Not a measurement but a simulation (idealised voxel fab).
Herein follows the process module entitled voxel self aligned contacts.
Cross-sectional view cut (width: 215 nm; square cell size: 5 nm).
In this document a cross-section is written as a grid of square cells. It is given as a series of bands, listed from the top down, and a band is one or more rows of cells.
The band entry comprises the height of the band's top followed by the height of its bottom, expressed in nm, and subsequently the band's materials from left to right, each stated together with its width in nm. Where a single material is marked with the word "everywhere", that material fills the band from edge to edge. The word "air" represents empty space.
Below 0: as-received wafer, all one material; heights counted from there. Lowest band: no bottom, goes on down, written "top 0, no bottom".
Top row gets the first number, bottom row gets the second, and each row in between changes by the same step: that is how a band width like "30..40" works.
"no modifications" -> step changed no cross-section cell.
What "Enclosed voids" gives you is every empty space of 8 cells or more that is cut off from the top. Each appears as width x height at distance, with the distance taken from the left edge and width, height and distance all in nm.
Heads up: the bit after the settings on a step's line is the simulator's remark on that step.
For masked steps, "overlay nm" on the step line gives how far right of plan the mask actually lay; a minus sign means it lay to the left.

The steps planned for the process are as follows:
1 RECEIVE: material Si
2 CONFORMAL_DEP: material SiO2, thk nm 5
3 DIRECTIONAL_DEP: material polySi, thk nm 20
4 DIRECTIONAL_DEP: material SiN, thk nm 25
5 PATTERN: tone cover, mask id GATE, material resist, width nm 25, pitch nm 60, thk nm 15, overlay nm 0
6 DIRECTIONAL_ETCH: etch materials SiN, depth nm 25
7 DIRECTIONAL_ETCH: etch materials polySi, depth nm 20
8 STRIP: etch materials resist
9 CONFORMAL_DEP: material SiN, thk nm 10
10 DIRECTIONAL_ETCH: etch materials SiN, depth nm 10
11 FILL_DEP: material SiO2, thk nm 15
12 CMP: height nm 60
13 DIRECTIONAL_DEP: material aC, thk nm 15
14 PATTERN: tone open, mask id CONTACT, material resist, width nm 45, pitch nm 60, thk nm 30, overlay nm 0
15 DIRECTIONAL_ETCH: etch materials aC, depth nm 15
16 STRIP: etch materials resist
17 DIRECTIONAL_ETCH: etch materials SiO2, depth nm 60
18 STRIP: etch materials aC
19 CONFORMAL_DEP: material TiN, thk nm 5
20 FILL_DEP: material W, thk nm 5
21 CMP: height nm 60
22 CONFORMAL_DEP: material SiCN, thk nm 5
It is noted that the wafers described herein are identical at the outset and are distinguished by the thk nm of step 2; the value stated in the plan corresponds to the first wafer.

Incoming state of the first of several wafers in cross-section: after step 1:
top 0, no bottom  Si everywhere
Enclosed voids: none

Per wafer (row), end of module: delta in cells per material since receipt, (+) for gained, (-) for lost; closed voids after that:
thk nm 5, +43 SiCN, +183 SiN, +177 SiO2, +62 TiN, +34 W, +60 polySi, Enclosed voids: none
thk nm 10, +43 SiCN, +183 SiN, +189 SiO2, +62 TiN, +22 W, +60 polySi, Enclosed voids: none
thk nm 15, +43 SiCN, +183 SiN, +201 SiO2, +50 TiN, +22 W, +60 polySi, Enclosed voids: none
thk nm 20, +43 SiCN, +156 SiN, +228 SiO2, +50 TiN, +22 W, +60 polySi, Enclosed voids: none
